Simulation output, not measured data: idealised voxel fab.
process module | voxel capacitor over wiring
Pictured: cross-section cut, 185 nm wide, on a grid of 5 nm square cells.
Think of the cross-section as a grid of square cells. We describe it in bands, top to bottom, and each band covers one or more rows of those cells. Band: top height; bottom height; in nm. Then, left to right: material with width in nm, for each material. "full width": a single material spanning edge to edge. "empty": empty space. Height 0 is the level under which the wafer as received is all one material. The lowest band goes on downwards, as in "0 nm and below". With a width like "30 to 40", each row of cells in the band differs from the next by the same amount, the top row carrying the first number and the bottom row the second. "remained the same" (step): cross-section cells unchanged, all of them. "Fully closed voids" enumerates empty spaces isolated from the top, with no open way to it, that contain at least 8 cells, giving each as width x height at distance from the left edge, all three in nm. Whatever follows a step's settings on its line is a remark the simulator itself makes about that step. overlay nm: for a step with a mask, the amount by which the mask lay right of where it was planned; a negative amount means left of it.
[List of planned process steps]
- 1: RECEIVE with material Si
- 2: CONFORMAL_DEP with material SiO2, thk nm 15
- 3: CONFORMAL_DEP with material SiCN, thk nm 5
- 4: DIRECTIONAL_DEP with material lowk, thk nm 20
- 5: DIRECTIONAL_DEP with material aC, thk nm 15
- 6: PATTERN with tone open, mask id METAL_1, material resist, width nm 20, pitch nm 75, thk nm 35, overlay nm 0
- 7: DIRECTIONAL_ETCH with etch materials aC, depth nm 15
- 8: STRIP with etch materials resist
- 9: DIRECTIONAL_ETCH with etch materials lowk, depth nm 20
- 10: DIRECTIONAL_ETCH with etch materials SiCN, depth nm 5
- 11: STRIP with etch materials aC
- 12: CONFORMAL_DEP with material TiN, thk nm 5
- 13: FILL_DEP with material W, thk nm 5
- 14: CMP with height nm 40
- 15: CONFORMAL_DEP with material SiCN, thk nm 5
- 16: DIRECTIONAL_DEP with material SiO2, thk nm 15
- 17: PATTERN with tone open, mask id PLUG_1, material resist, width nm 15, thk nm 20, overlay nm 0
- 18: DIRECTIONAL_ETCH with etch materials SiO2, depth nm 15
- 19: DIRECTIONAL_ETCH with etch materials SiCN, depth nm 5
- 20: STRIP with etch materials resist
- 21: EPI with material Ru, thk nm 10
- 22: EPI with material Ru, thk nm 10
- 23: DIRECTIONAL_DEP with material TiN, thk nm 5
- 24: DIRECTIONAL_DEP with material Al2O3, thk nm 5
- 25: DIRECTIONAL_DEP with material TiN, thk nm 5
- 26: DIRECTIONAL_DEP with material aC, thk nm 15
- 27: PATTERN with tone cover, mask id UPPER_PLATE, material resist, width nm 60, thk nm 30, overlay nm 0
- 28: DIRECTIONAL_ETCH with etch materials aC, depth nm 15
- 29: STRIP with etch materials resist
- 30: DIRECTIONAL_ETCH with etch materials TiN, depth nm 5
- 31: DIRECTIONAL_ETCH with etch materials Al2O3, depth nm 5
- 32: STRIP with etch materials aC
- 33: PATTERN with tone cover, mask id LOWER_PLATE, material resist, width nm 70, thk nm 20, overlay nm 0
- 34: DIRECTIONAL_ETCH with etch materials TiN, depth nm 5
- 35: STRIP with etch materials resist
- 36: FILL_DEP with material SiO2, thk nm 15
- 37: CMP with height nm 85
- 38: MASKED_ETCH with tone open, mask id PLUG_2, width nm 15, etch materials SiO2, depth nm 10, overlay nm 0
- 39: CONFORMAL_DEP with material TiN, thk nm 5
- 40: FILL_DEP with material Ru, thk nm 5
- 41: CMP with height nm 85
- 42: CONFORMAL_DEP with material SiN, thk nm 5
[Received-state cross-section, reflecting completion of step 1]
* 0 nm and below | Si full width
* Fully closed voids: none
[First of two wafers at the end of the module, shown in cross-section; run carried out as planned]
* 90 nm to 85 nm | SiN full width
* 85 nm to 80 nm | SiO2=60  TiN=5  Ru=5  TiN=5  SiO2=110
* 80 nm to 70 nm | SiO2=60 to 50  TiN=15 to 60  SiO2=110 to 75
* 70 nm to 65 nm | SiO2=50  Al2O3=60  SiO2=75
* 65 nm to 60 nm | SiO2=45  TiN=70  SiO2=70
* 60 nm to 45 nm | SiO2=50  Ru=15  SiO2=120
* 45 nm to 40 nm | SiCN=50  Ru=15  SiCN=120
* 40 nm to 20 nm | lowk=45  TiN=5  W=10  TiN=5  lowk=55  TiN=5  W=10  TiN=5  lowk=45
* 20 nm to 15 nm | SiCN=45  TiN=20  SiCN=55  TiN=20  SiCN=45
* 15 nm to 0 nm | SiO2 full width
* 0 nm and below | Si full width
* Fully closed voids: none
[End-of-module cross-section of the second wafer: identical starting point and process plan to the first, with one processing mistake]
* 90 nm to 85 nm | SiN full width
* 85 nm to 80 nm | SiO2=50  TiN=25  SiO2=110
* 80 nm to 75 nm | SiO2=50  Al2O3=25  SiO2=110
* 75 nm to 70 nm | SiO2=45  TiN=65  SiO2=75
* 70 nm to 65 nm | SiO2=40  Ru=35  Al2O3=35  SiO2=75
* 65 nm to 60 nm | SiO2=40  Ru=35  TiN=40  SiO2=70
* 60 nm to 45 nm | SiO2=50  Ru=15  SiO2=120
* 45 nm to 40 nm | SiCN=50  Ru=15  SiCN=120
* 40 nm to 20 nm | lowk=45  TiN=5  W=10  TiN=5  lowk=55  TiN=5  W=10  TiN=5  lowk=45
* 20 nm to 15 nm | SiCN=45  TiN=20  SiCN=55  TiN=20  SiCN=45
* 15 nm to 0 nm | SiO2 full width
* 0 nm and below | Si full width
* Fully closed voids: none
Processing error: one of the identical steps 21 and 22 was executed twice, with no means of telling which
At the finish, the second wafer shows more or fewer cells for some materials than the first does: 13 more of Ru; 8 fewer of SiO2; 5 fewer of TiN
